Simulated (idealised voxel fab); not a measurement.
A process module follows: voxel capacitor over wiring.
cross-section cut | 235 nm wide | cells 5 nm
Cross-section spec: square-cell grid; bands listed top down; each band is one or more rows. Band: top height; bottom height; in nm. Then, left to right: material with width in nm, for each material. "everywhere": a single material spanning edge to edge. "empty": empty space. Counting heights begins at 0, where everything beneath is, in the wafer as received, one material. The lowest band has no bottom; it goes on downwards, as "0 and below" shows. Read "30 to 40" as a graded width: first number on top, second number at the bottom, same change between each pair of neighbouring rows. "remained unchanged" (step): cross-section cells unchanged, all of them. In the "Cavities, sealed" entry, you get each enclosed empty space of 8 cells or more, one with no open way to the top, written width x height at distance, distance from the left edge, in nm. Whatever follows a step's settings on its line is a remark the simulator itself makes about that step. If you see "overlay nm" on a step's line and that step has a mask, it's telling you how far right of where it was planned the mask ended up; a negative number means it went left instead.

Here's what the planned process steps look like
| 1 | RECEIVE: material Si |
| 2 | CONFORMAL_DEP: material SiO2, thk nm 15 |
| 3 | CONFORMAL_DEP: material SiCN, thk nm 5 |
| 4 | DIRECTIONAL_DEP: material SiO2, thk nm 15 |
| 5 | DIRECTIONAL_DEP: material aC, thk nm 10 |
| 6 | PATTERN: tone open, mask id METAL_1, material resist, width nm 30, pitch nm 95, thk nm 25, overlay nm 0 |
| 7 | DIRECTIONAL_ETCH: etch materials aC, depth nm 10 |
| 8 | STRIP: etch materials resist |
| 9 | DIRECTIONAL_ETCH: etch materials SiO2, depth nm 15 |
| 10 | DIRECTIONAL_ETCH: etch materials SiCN, depth nm 5 |
| 11 | STRIP: etch materials aC |
| 12 | CONFORMAL_DEP: material TiN, thk nm 5 |
| 13 | FILL_DEP: material Cu, thk nm 5 |
| 14 | CMP: height nm 35 |
| 15 | CONFORMAL_DEP: material SiCN, thk nm 5 |
| 16 | DIRECTIONAL_DEP: material SiO2, thk nm 15 |
| 17 | MASKED_ETCH: tone open, mask id PLUG_1, width nm 15, etch materials SiO2, depth nm 15, overlay nm 0 |
| 18 | MASKED_ETCH: tone open, mask id PLUG_1, width nm 15, etch materials SiCN, depth nm 5, overlay nm 0 |
| 19 | CONFORMAL_DEP: material TiN, thk nm 5 |
| 20 | FILL_DEP: material Cu, thk nm 10 |
| 21 | CMP: height nm 55 |
| 22 | DIRECTIONAL_DEP: material TiN, thk nm 10 |
| 23 | DIRECTIONAL_DEP: material SiN, thk nm 5 |
| 24 | DIRECTIONAL_DEP: material TiN, thk nm 5 |
| 25 | PATTERN: tone cover, mask id UPPER_PLATE, material resist, width nm 70, thk nm 20, overlay nm 0 |
| 26 | DIRECTIONAL_ETCH: etch materials TiN, depth nm 5 |
| 27 | DIRECTIONAL_ETCH: etch materials SiN, depth nm 5 |
| 28 | STRIP: etch materials resist |
| 29 | PATTERN: tone cover, mask id LOWER_PLATE, material resist, width nm 70, thk nm 20, overlay nm 0 |
| 30 | DIRECTIONAL_ETCH: etch materials TiN, depth nm 10 |
| 31 | STRIP: etch materials resist |
| 32 | FILL_DEP: material SiO2, thk nm 20 |
| 33 | CMP: height nm 90 |
| 34 | DIRECTIONAL_DEP: material aC, thk nm 10 |
| 35 | PATTERN: tone open, mask id PLUG_2, material resist, width nm 15, thk nm 30, overlay nm 0 |
| 36 | DIRECTIONAL_ETCH: etch materials aC, depth nm 10 |
| 37 | STRIP: etch materials resist |
| 38 | DIRECTIONAL_ETCH: etch materials SiO2, depth nm 15 |
| 39 | STRIP: etch materials aC |
| 40 | CONFORMAL_DEP: material TiN, thk nm 5 |
| 41 | FILL_DEP: material Ru, thk nm 10 |
| 42 | CMP: height nm 90 |
| 43 | CONFORMAL_DEP: material SiCN, thk nm 5 |
For clarity, it should be stated that the wafers under discussion commence in an identical condition and differ with respect to the width nm of step 29, the plan indicating the value that the first wafer had.

First of several wafers (as received, post step 1), cross-sectional view
  0 and below: Si everywhere
  Cavities, sealed: none

Quick key for the table: a row per wafer, taken at the end of the module. For each material it tells you how many cells the wafer gained (+) or lost (-) since it came in, and the closed voids come after
width nm 70 | +27 Cu | +2 Ru | +126 SiCN | +14 SiN | +642 SiO2 | +82 TiN | Cavities, sealed: none
width nm 75 | +27 Cu | +2 Ru | +126 SiCN | +14 SiN | +640 SiO2 | +84 TiN | Cavities, sealed: none
width nm 80 | +27 Cu | +2 Ru | +126 SiCN | +14 SiN | +638 SiO2 | +86 TiN | Cavities, sealed: none
width nm 85 | +27 Cu | +2 Ru | +126 SiCN | +14 SiN | +636 SiO2 | +88 TiN | Cavities, sealed: none
width nm 90 | +27 Cu | +2 Ru | +126 SiCN | +14 SiN | +634 SiO2 | +90 TiN | Cavities, sealed: none
width nm 95 | +27 Cu | +2 Ru | +126 SiCN | +14 SiN | +632 SiO2 | +92 TiN | Cavities, sealed: none
